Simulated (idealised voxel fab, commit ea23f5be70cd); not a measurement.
Process module under the name voxel transistor to metal
215 nm wide, 5 nm square cells: that's cross-section cut.
If you're reading a cross-section in this doc, picture square cells in a grid; it comes to you as bands, top ones listed first down to the bottom, and a band can be one or more rows of cells. A band entry consists of two parts. The first gives the height of the band's top and the height of its bottom, in nm. The rest lists the band's materials from left to right, each with its width in nm. A single material labelled with the word "full width" fills the band from edge to edge, and the word "air" marks empty space. A quick word on heights: they are counted from 0, and under that level the wafer as it came to us is one material throughout. The lowest band is different from the rest in having no bottom; it simply continues downward, written as in "0 nm and below". Width "30 to 40": first value at the band's top row of cells, second value at its bottom row, equal change from row to row. You'll sometimes find "changes: none" written for a step, and that's the way of saying that nowhere in the cross-section did a cell change during that step. Reported under the label "Sealed cavities" are the empty spaces having no open way to the top and comprising 8 cells or more; the notation for each is width x height at distance, in which the distance is measured from the left edge and all three values are in nm. If you see something after the settings on a step's line, that's the simulator's own remark about that step. "overlay nm", when on a step's line for a step with a mask, measures how far to the right of its planned place the mask lay; a negative measure means to the left.
## The planned process steps are enumerated hereunder
1) RECEIVE, material Si
2) OXIDIZE, depth nm 5
3) CONFORMAL_DEP, material SiN, thk nm 15
4) PATTERN, tone cover, mask id ACTIVE, material resist, width nm 100, thk nm 20, overlay nm 0
5) DIRECTIONAL_ETCH, etch materials SiN, depth nm 15
6) DIRECTIONAL_ETCH, etch materials SiO2, depth nm 5
7) DIRECTIONAL_ETCH, etch materials Si, depth nm 20
8) STRIP, etch materials resist
9) FILL_DEP, material SiO2, thk nm 15
10) CMP, height nm 15
11) SELECTIVE_ETCH, etch materials SiO2, depth nm 10
12) STRIP, etch materials SiN
13) SELECTIVE_ETCH, etch materials SiO2, depth nm 5
14) OXIDIZE, depth nm 5
15) DIRECTIONAL_DEP, material polySi, thk nm 20
16) DIRECTIONAL_DEP, material SiCN, thk nm 10
17) PATTERN, tone cover, mask id GATE, material resist, width nm 20, thk nm 15, overlay nm 0
18) DIRECTIONAL_ETCH, etch materials SiCN, depth nm 20
19) DIRECTIONAL_ETCH, etch materials polySi, depth nm 30
20) STRIP, etch materials resist
21) CONFORMAL_DEP, material SiN, thk nm 5
22) DIRECTIONAL_ETCH, etch materials SiN, depth nm 5
23) DIRECTIONAL_ETCH, etch materials SiO2, depth nm 5
24) DIRECTIONAL_ETCH, etch materials Si, depth nm 5
25) EPI, material SiGe, thk nm 5
26) FILL_DEP, material SiO2, thk nm 10
27) CMP, height nm 25
28) DIRECTIONAL_DEP, material SiO2, thk nm 15
29) PATTERN, tone open, mask id CONTACT, material resist, width nm 30, pitch nm 60, thk nm 20, overlay nm 0
30) DIRECTIONAL_ETCH, etch materials SiO2, depth nm 50
31) STRIP, etch materials resist
32) CONFORMAL_DEP, material TiN, thk nm 5
33) FILL_DEP, material W, thk nm 5
34) CMP, height nm 40
35) DIRECTIONAL_DEP, material TiN, thk nm 5
36) DIRECTIONAL_DEP, material Ru, thk nm 20
37) PATTERN, tone cover, mask id METAL_1, material resist, width nm 15, pitch nm 75, thk nm 15, overlay nm 0
38) DIRECTIONAL_ETCH, etch materials Ru, depth nm 20
39) DIRECTIONAL_ETCH, etch materials TiN, depth nm 5
40) STRIP, etch materials resist
41) FILL_DEP, material lowk, thk nm 10
42) CMP, height nm 65
43) CONFORMAL_DEP, material SiN, thk nm 5
## Run as planned: first of two wafers
## Cross-section: wafer on arrival = after step 1
  0 nm and below = Si full width
  Sealed cavities: none
## So this is the wafer cross-section right after step 2
  0 nm to -5 nm = SiO2 full width
  Below -5 it's all the same as before, nothing changed down there.
## So this is the wafer cross-section right after step 3
  15 nm to 0 nm = SiN full width
  Below 0 it's all the same as before, nothing changed down there.
## So this is the wafer cross-section right after step 4
  35 nm to 15 nm = air: 55, resist: 100, air: 60
  Below 15 it's all the same as before, nothing changed down there.
## So this is the wafer cross-section right after step 5
  35 nm to 15 nm = air: 55, resist: 100, air: 60
  15 nm to 0 nm = air: 55, SiN: 100, air: 60
  Below 0 it's all the same as before, nothing changed down there.
## So this is the wafer cross-section right after step 6
  35 nm to 15 nm = air: 55, resist: 100, air: 60
  15 nm to 0 nm = air: 55, SiN: 100, air: 60
  0 nm to -5 nm = air: 55, SiO2: 100, air: 60
  Below -5 it's all the same as before, nothing changed down there.
## So this is the wafer cross-section right after step 7
  35 nm to 15 nm = air: 55, resist: 100, air: 60
  15 nm to 0 nm = air: 55, SiN: 100, air: 60
  0 nm to -5 nm = air: 55, SiO2: 100, air: 60
  -5 nm to -25 nm = air: 55, Si: 100, air: 60
  Below -25 it's all the same as before, nothing changed down there.
## So this is the wafer cross-section right after step 8
  15 nm to 0 nm = air: 55, SiN: 100, air: 60
  Below 0 it's all the same as before, nothing changed down there.
## So this is the wafer cross-section right after step 9
  30 nm to 15 nm = SiO2 full width
  15 nm to 0 nm = SiO2: 55, SiN: 100, SiO2: 60
  0 nm to -5 nm = SiO2 full width
  -5 nm to -25 nm = SiO2: 55, Si: 100, SiO2: 60
  Below -25 it's all the same as before, nothing changed down there.
## So this is the wafer cross-section right after step 10
  15 nm to 0 nm = SiO2: 55, SiN: 100, SiO2: 60
  Below 0 it's all the same as before, nothing changed down there.
## So this is the wafer cross-section right after step 11
  15 nm to 5 nm = air: 55, SiN: 100, air: 60
  Below 5 it's all the same as before, nothing changed down there.
## So this is the wafer cross-section right after step 12
  5 nm to 0 nm = SiO2: 55, air: 100, SiO2: 60
  Below 0 it's all the same as before, nothing changed down there.
## So this is the wafer cross-section right after step 13
  0 nm to -5 nm = SiO2: 50, air: 110, SiO2: 55
  Below -5 it's all the same as before, nothing changed down there.
## So this is the wafer cross-section right after step 14
  0 nm to -5 nm = SiO2: 50, air: 110, SiO2: 55
  -5 nm to -10 nm = SiO2 full width
  Below -10 it's all the same as before, nothing changed down there.
## So this is the wafer cross-section right after step 15
  20 nm to 15 nm = polySi: 50, air: 110, polySi: 55
  15 nm to 0 nm = polySi full width
  0 nm to -5 nm = SiO2: 50, polySi: 110, SiO2: 55
  Below -5 it's all the same as before, nothing changed down there.
## So this is the wafer cross-section right after step 16
  30 nm to 25 nm = SiCN: 50, air: 110, SiCN: 55
  25 nm to 20 nm = SiCN full width
  20 nm to 15 nm = polySi: 50, SiCN: 110, polySi: 55
  Below 15 it's all the same as before, nothing changed down there.
## So this is the wafer cross-section right after step 17
  45 nm to 30 nm = air: 95, resist: 20, air: 100
  30 nm to 25 nm = SiCN: 50, air: 45, resist: 20, air: 45, SiCN: 55
  Below 25 it's all the same as before, nothing changed down there.
## So this is the wafer cross-section right after step 18
  45 nm to 25 nm = air: 95, resist: 20, air: 100
  25 nm to 20 nm = air: 95, SiCN: 20, air: 100
  20 nm to 15 nm = polySi: 50, air: 45, SiCN: 20, air: 45, polySi: 55
  Below 15 it's all the same as before, nothing changed down there.
## So this is the wafer cross-section right after step 19
  45 nm to 25 nm = air: 95, resist: 20, air: 100
  25 nm to 15 nm = air: 95, SiCN: 20, air: 100
  15 nm to 0 nm = air: 95, polySi: 20, air: 100
  0 nm to -5 nm = SiO2: 50, air: 45, polySi: 20, air: 45, SiO2: 55
  Below -5 it's all the same as before, nothing changed down there.
## So this is the wafer cross-section right after step 20
  25 nm to 15 nm = air: 95, SiCN: 20, air: 100
  Below 15 it's all the same as before, nothing changed down there.
## So this is the wafer cross-section right after step 21
  30 nm to 25 nm = air: 90, SiN: 30, air: 95
  25 nm to 15 nm = air: 90, SiN: 5, SiCN: 20, SiN: 5, air: 95
  15 nm to 5 nm = air: 90, SiN: 5, polySi: 20, SiN: 5, air: 95
  5 nm to 0 nm = SiN: 55, air: 35, SiN: 5, polySi: 20, SiN: 5, air: 35, SiN: 60
  0 nm to -5 nm = SiO2: 50, SiN: 45, polySi: 20, SiN: 45, SiO2: 55
  Below -5 it's all the same as before, nothing changed down there.
## So this is the wafer cross-section right after step 22
  25 nm to 15 nm = air: 90, SiN: 5, SiCN: 20, SiN: 5, air: 95
  15 nm to 0 nm = air: 90, SiN: 5, polySi: 20, SiN: 5, air: 95
  0 nm to -5 nm = SiO2: 50, SiN: 5, air: 35, SiN: 5, polySi: 20, SiN: 5, air: 35, SiN: 5, SiO2: 55
  Below -5 it's all the same as before, nothing changed down there.
## So this is the wafer cross-section right after step 23
  25 nm to 15 nm = air: 90, SiN: 5, SiCN: 20, SiN: 5, air: 95
  15 nm to 0 nm = air: 90, SiN: 5, polySi: 20, SiN: 5, air: 95
  0 nm to -5 nm = air: 50, SiN: 5, air: 35, SiN: 5, polySi: 20, SiN: 5, air: 35, SiN: 5, air: 55
  -5 nm to -10 nm = SiO2: 55, air: 35, SiO2: 30, air: 35, SiO2: 60
  Below -10 it's all the same as before, nothing changed down there.
## So this is the wafer cross-section right after step 24
  25 nm to 15 nm = air: 90, SiN: 5, SiCN: 20, SiN: 5, air: 95
  15 nm to 0 nm = air: 90, SiN: 5, polySi: 20, SiN: 5, air: 95
  0 nm to -5 nm = air: 50, SiN: 5, air: 35, SiN: 5, polySi: 20, SiN: 5, air: 35, SiN: 5, air: 55
  -5 nm to -10 nm = SiO2: 55, air: 35, SiO2: 30, air: 35, SiO2: 60
  -10 nm to -15 nm = SiO2: 55, air: 35, Si: 30, air: 35, SiO2: 60
  Below -15 it's all the same as before, nothing changed down there.
## So this is the wafer cross-section right after step 25
  25 nm to 15 nm = air: 90, SiN: 5, SiCN: 20, SiN: 5, air: 95
  15 nm to 0 nm = air: 90, SiN: 5, polySi: 20, SiN: 5, air: 95
  0 nm to -5 nm = air: 50, SiN: 5, air: 35, SiN: 5, polySi: 20, SiN: 5, air: 35, SiN: 5, air: 55
  -5 nm to -10 nm = SiO2: 55, air: 30, SiGe: 5, SiO2: 30, SiGe: 5, air: 30, SiO2: 60
  -10 nm to -15 nm = SiO2: 55, SiGe: 35, Si: 30, SiGe: 35, SiO2: 60
  Below -15 it's all the same as before, nothing changed down there.
## So this is the wafer cross-section right after step 26
  35 nm to 25 nm = SiO2 full width
  25 nm to 15 nm = SiO2: 90, SiN: 5, SiCN: 20, SiN: 5, SiO2: 95
  15 nm to 0 nm = SiO2: 90, SiN: 5, polySi: 20, SiN: 5, SiO2: 95
  0 nm to -5 nm = SiO2: 50, SiN: 5, SiO2: 35, SiN: 5, polySi: 20, SiN: 5, SiO2: 35, SiN: 5, SiO2: 55
  -5 nm to -10 nm = SiO2: 85, SiGe: 5, SiO2: 30, SiGe: 5, SiO2: 90
  Below -10 it's all the same as before, nothing changed down there.
## So this is the wafer cross-section right after step 27
  25 nm to 15 nm = SiO2: 90, SiN: 5, SiCN: 20, SiN: 5, SiO2: 95
  Below 15 it's all the same as before, nothing changed down there.
## So this is the wafer cross-section right after step 28
  40 nm to 25 nm = SiO2 full width
  Below 25 it's all the same as before, nothing changed down there.
## So this is the wafer cross-section right after step 29
  60 nm to 40 nm = resist: 60, air: 30, resist: 30, air: 30, resist: 65
  Below 40 it's all the same as before, nothing changed down there.
## So this is the wafer cross-section right after step 30
  60 nm to 40 nm = resist: 60, air: 30, resist: 30, air: 30, resist: 65
  40 nm to 25 nm = SiO2: 60, air: 30, SiO2: 30, air: 30, SiO2: 65
  25 nm to 15 nm = SiO2: 60, air: 30, SiN: 5, SiCN: 20, SiN: 5, air: 30, SiO2: 65
  15 nm to 0 nm = SiO2: 60, air: 30, SiN: 5, polySi: 20, SiN: 5, air: 30, SiO2: 65
  0 nm to -5 nm = SiO2: 50, SiN: 5, SiO2: 5, air: 30, SiN: 5, polySi: 20, SiN: 5, air: 30, SiO2: 5, SiN: 5, SiO2: 55
  -5 nm to -10 nm = SiO2: 60, air: 25, SiGe: 5, SiO2: 30, SiGe: 5, air: 25, SiO2: 65
  Below -10 it's all the same as before, nothing changed down there.
## So this is the wafer cross-section right after step 31
  40 nm to 25 nm = SiO2: 60, air: 30, SiO2: 30, air: 30, SiO2: 65
  Below 25 it's all the same as before, nothing changed down there.
## So this is the wafer cross-section right after step 32
  45 nm to 40 nm = TiN: 65, air: 20, TiN: 40, air: 20, TiN: 70
  40 nm to 25 nm = SiO2: 60, TiN: 5, air: 20, TiN: 5, SiO2: 30, TiN: 5, air: 20, TiN: 5, SiO2: 65
  25 nm to 15 nm = SiO2: 60, TiN: 5, air: 20, TiN: 5, SiN: 5, SiCN: 20, SiN: 5, TiN: 5, air: 20, TiN: 5, SiO2: 65
  15 nm to 0 nm = SiO2: 60, TiN: 5, air: 20, TiN: 5, SiN: 5, polySi: 20, SiN: 5, TiN: 5, air: 20, TiN: 5, SiO2: 65
  0 nm to -5 nm = SiO2: 50, SiN: 5, SiO2: 5, TiN: 5, air: 15, TiN: 10, SiN: 5, polySi: 20, SiN: 5, TiN: 10, air: 15, TiN: 5, SiO2: 5, SiN: 5, SiO2: 55
  -5 nm to -10 nm = SiO2: 60, TiN: 25, SiGe: 5, SiO2: 30, SiGe: 5, TiN: 25, SiO2: 65
  Below -10 it's all the same as before, nothing changed down there.
## So this is the wafer cross-section right after step 33
  50 nm to 45 nm = W full width
  45 nm to 40 nm = TiN: 65, W: 20, TiN: 40, W: 20, TiN: 70
  40 nm to 25 nm = SiO2: 60, TiN: 5, W: 20, TiN: 5, SiO2: 30, TiN: 5, W: 20, TiN: 5, SiO2: 65
  25 nm to 15 nm = SiO2: 60, TiN: 5, W: 20, TiN: 5, SiN: 5, SiCN: 20, SiN: 5, TiN: 5, W: 20, TiN: 5, SiO2: 65
  15 nm to 0 nm = SiO2: 60, TiN: 5, W: 20, TiN: 5, SiN: 5, polySi: 20, SiN: 5, TiN: 5, W: 20, TiN: 5, SiO2: 65
  0 nm to -5 nm = SiO2: 50, SiN: 5, SiO2: 5, TiN: 5, W: 15, TiN: 10, SiN: 5, polySi: 20, SiN: 5, TiN: 10, W: 15, TiN: 5, SiO2: 5, SiN: 5, SiO2: 55
  Below -5 it's all the same as before, nothing changed down there.
## So this is the wafer cross-section right after step 34
  40 nm to 25 nm = SiO2: 60, TiN: 5, W: 20, TiN: 5, SiO2: 30, TiN: 5, W: 20, TiN: 5, SiO2: 65
  Below 25 it's all the same as before, nothing changed down there.
## So this is the wafer cross-section right after step 35
  45 nm to 40 nm = TiN full width
  Below 40 it's all the same as before, nothing changed down there.
## So this is the wafer cross-section right after step 36
  65 nm to 45 nm = Ru full width
  Below 45 it's all the same as before, nothing changed down there.
## So this is the wafer cross-section right after step 37
  80 nm to 65 nm = air: 60, resist: 15, air: 60, resist: 15, air: 65
  Below 65 it's all the same as before, nothing changed down there.
## So this is the wafer cross-section right after step 38
  80 nm to 65 nm = air: 60, resist: 15, air: 60, resist: 15, air: 65
  65 nm to 45 nm = air: 60, Ru: 15, air: 60, Ru: 15, air: 65
  Below 45 it's all the same as before, nothing changed down there.
## So this is the wafer cross-section right after step 39
  80 nm to 65 nm = air: 60, resist: 15, air: 60, resist: 15, air: 65
  65 nm to 45 nm = air: 60, Ru: 15, air: 60, Ru: 15, air: 65
  45 nm to 40 nm = air: 60, TiN: 15, air: 60, TiN: 15, air: 65
  Below 40 it's all the same as before, nothing changed down there.
## So this is the wafer cross-section right after step 40
  65 nm to 45 nm = air: 60, Ru: 15, air: 60, Ru: 15, air: 65
  Below 45 it's all the same as before, nothing changed down there.
## So this is the wafer cross-section right after step 41
  75 nm to 65 nm = lowk full width
  65 nm to 45 nm = lowk: 60, Ru: 15, lowk: 60, Ru: 15, lowk: 65
  45 nm to 40 nm = lowk: 60, TiN: 15, lowk: 60, TiN: 15, lowk: 65
  Below 40 it's all the same as before, nothing changed down there.
## So this is the wafer cross-section right after step 42
  65 nm to 45 nm = lowk: 60, Ru: 15, lowk: 60, Ru: 15, lowk: 65
  Below 45 it's all the same as before, nothing changed down there.
## So this is the wafer cross-section right after step 43
  70 nm to 65 nm = SiN full width
  Below 65 it's all the same as before, nothing changed down there.
## It is to be noted that the second wafer proceeded from the same initial state and according to the same plan as the first, although one mistake was committed in its execution; through step 28, inclusive, the two wafers share an identical history
## Second wafer shown in cross-section at the time step 29 was slated to end
  60 nm to 40 nm = air: 60, resist: 30, air: 30, resist: 30, air: 65
  Below 40 it's all the same as before, nothing changed down there.
## Second wafer shown in cross-section at the time step 30 was slated to end
  60 nm to 40 nm = air: 60, resist: 30, air: 30, resist: 30, air: 65
  40 nm to 25 nm = air: 60, SiO2: 30, air: 30, SiO2: 30, air: 65
  25 nm to 15 nm = air: 60, SiO2: 30, SiN: 5, SiCN: 20, SiN: 5, SiO2: 30, air: 65
  15 nm to 0 nm = air: 60, SiO2: 30, SiN: 5, polySi: 20, SiN: 5, SiO2: 30, air: 65
  0 nm to -5 nm = air: 50, SiN: 5, air: 5, SiO2: 30, SiN: 5, polySi: 20, SiN: 5, SiO2: 30, air: 5, SiN: 5, air: 55
  -5 nm to -10 nm = air: 50, SiO2: 5, air: 5, SiO2: 25, SiGe: 5, SiO2: 30, SiGe: 5, SiO2: 25, air: 5, SiO2: 5, air: 55
  Below -10 it's all the same as before, nothing changed down there.
## Second wafer shown in cross-section at the time step 31 was slated to end
  40 nm to 25 nm = air: 60, SiO2: 30, air: 30, SiO2: 30, air: 65
  Below 25 it's all the same as before, nothing changed down there.
## Second wafer shown in cross-section at the time step 32 was slated to end
  45 nm to 40 nm = air: 55, TiN: 40, air: 20, TiN: 40, air: 60
  40 nm to 30 nm = air: 55, TiN: 5, SiO2: 30, TiN: 5, air: 20, TiN: 5, SiO2: 30, TiN: 5, air: 60
  30 nm to 25 nm = air: 55, TiN: 5, SiO2: 30, TiN: 30, SiO2: 30, TiN: 5, air: 60
  25 nm to 15 nm = air: 55, TiN: 5, SiO2: 30, SiN: 5, SiCN: 20, SiN: 5, SiO2: 30, TiN: 5, air: 60
  15 nm to 5 nm = air: 55, TiN: 5, SiO2: 30, SiN: 5, polySi: 20, SiN: 5, SiO2: 30, TiN: 5, air: 60
  5 nm to 0 nm = air: 45, TiN: 15, SiO2: 30, SiN: 5, polySi: 20, SiN: 5, SiO2: 30, TiN: 15, air: 50
  0 nm to -5 nm = air: 45, TiN: 5, SiN: 5, TiN: 5, SiO2: 30, SiN: 5, polySi: 20, SiN: 5, SiO2: 30, TiN: 5, SiN: 5, TiN: 5, air: 50
  -5 nm to -10 nm = TiN: 50, SiO2: 5, TiN: 5, SiO2: 25, SiGe: 5, SiO2: 30, SiGe: 5, SiO2: 25, TiN: 5, SiO2: 5, TiN: 55
  Below -10 it's all the same as before, nothing changed down there.
## Second wafer shown in cross-section at the time step 33 was slated to end
  50 nm to 45 nm = W full width
  45 nm to 40 nm = W: 55, TiN: 40, W: 20, TiN: 40, W: 60
  40 nm to 30 nm = W: 55, TiN: 5, SiO2: 30, TiN: 5, W: 20, TiN: 5, SiO2: 30, TiN: 5, W: 60
  30 nm to 25 nm = W: 55, TiN: 5, SiO2: 30, TiN: 30, SiO2: 30, TiN: 5, W: 60
  25 nm to 15 nm = W: 55, TiN: 5, SiO2: 30, SiN: 5, SiCN: 20, SiN: 5, SiO2: 30, TiN: 5, W: 60
  15 nm to 5 nm = W: 55, TiN: 5, SiO2: 30, SiN: 5, polySi: 20, SiN: 5, SiO2: 30, TiN: 5, W: 60
  5 nm to 0 nm = W: 45, TiN: 15, SiO2: 30, SiN: 5, polySi: 20, SiN: 5, SiO2: 30, TiN: 15, W: 50
  0 nm to -5 nm = W: 45, TiN: 5, SiN: 5, TiN: 5, SiO2: 30, SiN: 5, polySi: 20, SiN: 5, SiO2: 30, TiN: 5, SiN: 5, TiN: 5, W: 50
  Below -5 it's all the same as before, nothing changed down there.
## Second wafer shown in cross-section at the time step 34 was slated to end
  40 nm to 30 nm = W: 55, TiN: 5, SiO2: 30, TiN: 5, W: 20, TiN: 5, SiO2: 30, TiN: 5, W: 60
  Below 30 it's all the same as before, nothing changed down there.
## Second wafer shown in cross-section at the time step 35 was slated to end
  45 nm to 40 nm = TiN full width
  Below 40 it's all the same as before, nothing changed down there.
## Second wafer shown in cross-section at the time step 36 was slated to end
  65 nm to 45 nm = Ru full width
  Below 45 it's all the same as before, nothing changed down there.
## Second wafer shown in cross-section at the time step 37 was slated to end
  80 nm to 65 nm = air: 60, resist: 15, air: 60, resist: 15, air: 65
  Below 65 it's all the same as before, nothing changed down there.
## Second wafer shown in cross-section at the time step 38 was slated to end
  80 nm to 65 nm = air: 60, resist: 15, air: 60, resist: 15, air: 65
  65 nm to 45 nm = air: 60, Ru: 15, air: 60, Ru: 15, air: 65
  Below 45 it's all the same as before, nothing changed down there.
## Second wafer shown in cross-section at the time step 39 was slated to end
  80 nm to 65 nm = air: 60, resist: 15, air: 60, resist: 15, air: 65
  65 nm to 45 nm = air: 60, Ru: 15, air: 60, Ru: 15, air: 65
  45 nm to 40 nm = air: 60, TiN: 15, air: 60, TiN: 15, air: 65
  Below 40 it's all the same as before, nothing changed down there.
## Second wafer shown in cross-section at the time step 40 was slated to end
  65 nm to 45 nm = air: 60, Ru: 15, air: 60, Ru: 15, air: 65
  Below 45 it's all the same as before, nothing changed down there.
## Second wafer shown in cross-section at the time step 41 was slated to end
  75 nm to 65 nm = lowk full width
  65 nm to 45 nm = lowk: 60, Ru: 15, lowk: 60, Ru: 15, lowk: 65
  45 nm to 40 nm = lowk: 60, TiN: 15, lowk: 60, TiN: 15, lowk: 65
  Below 40 it's all the same as before, nothing changed down there.
## Second wafer shown in cross-section at the time step 42 was slated to end
  65 nm to 45 nm = lowk: 60, Ru: 15, lowk: 60, Ru: 15, lowk: 65
  Below 45 it's all the same as before, nothing changed down there.
## Second wafer shown in cross-section at the time step 43 was slated to end
  70 nm to 65 nm = SiN full width
  Below 65 it's all the same as before, nothing changed down there.
Short version of what went wrong: the process deviated at step 29: the operation and settings actually run there were PATTERN, tone cover, mask id CONTACT, material resist, width nm 30, pitch nm 60, thk nm 20, overlay nm 0
Wrapping up, a cell-based count of both wafers puts the second over or under the first for these materials: 146 fewer of SiO2; 9 more of TiN; 137 more of W
